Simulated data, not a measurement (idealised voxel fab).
process module | voxel gate over fins
cross-section cut | 270 nm wide | cells 5 nm
A cross-section is a grid of square cells, given in bands from the top down. A band is one or more rows of cells.
Each band's line starts with the height of the band's top and of its bottom, in nm. Then come its materials from left to right, each with its width in nm. One material with "throughout" fills the band from edge to edge. "air" is empty space.
Height 0 is the level under which the wafer as received is all one material. The lowest band goes on downwards, as in "0 down".
A width such as "30 to 40" changes by the same amount from each row of cells to the next, from the band's top row to its bottom row.
"no change" after a step means that no cell of the cross-section changed.
closed voids: empty space of 8 cells or more with no open way to the top, each as width x height at its distance from the left edge, in nm
after a step's settings: what the simulator itself notes on the step
overlay nm, on a step with a mask: how far to the right of its planned place the mask lay; to the left if negative
plan
1 op RECEIVE | material Si
2 op CONFORMAL_DEP | material SiN | thk nm 10
3 op DIRECTIONAL_DEP | material aC | thk nm 15
4 op PATTERN | tone cover | mask id FINS | material resist | width nm 15 | pitch nm 45 | thk nm 30 | overlay nm 0
5 op DIRECTIONAL_ETCH | etch materials aC | depth nm 15
6 op STRIP | etch materials resist
7 op DIRECTIONAL_ETCH | etch materials SiN | depth nm 10
8 op DIRECTIONAL_ETCH | etch materials Si | depth nm 30
9 op STRIP | etch materials aC
10 op FILL_DEP | material SiO2 | thk nm 10
11 op CMP | height nm 10
12 op SELECTIVE_ETCH | etch materials SiO2 | depth nm 25
13 op STRIP | etch materials SiN
14 op CONFORMAL_DEP | material HfO2 | thk nm 5
15 op CONFORMAL_DEP | material TiN | thk nm 5
16 op FILL_DEP | material W | thk nm 10
17 op CMP | height nm 15
18 op CONFORMAL_DEP | material SiCN | thk nm 10
varied across the wafers: width nm of step 4. The plan shows the first wafer's value. All wafers start alike
first wafer as received, after step 1
  0 down: Si throughout
  closed voids: none
each wafer at the end: cells of each material gained (+) or lost (-) since it was received, then its closed voids
width nm 15 | +78 HfO2 | -252 Si | +108 SiCN | +126 SiO2 | +78 TiN | +132 W | closed voids: none
width nm 20 | +78 HfO2 | -228 Si | +108 SiCN | +114 SiO2 | +78 TiN | +120 W | closed voids: none
width nm 25 | +78 HfO2 | -204 Si | +108 SiCN | +102 SiO2 | +78 TiN | +108 W | closed voids: none
width nm 30 | +78 HfO2 | -180 Si | +108 SiCN | +90 SiO2 | +69 TiN | +105 W | closed voids: none
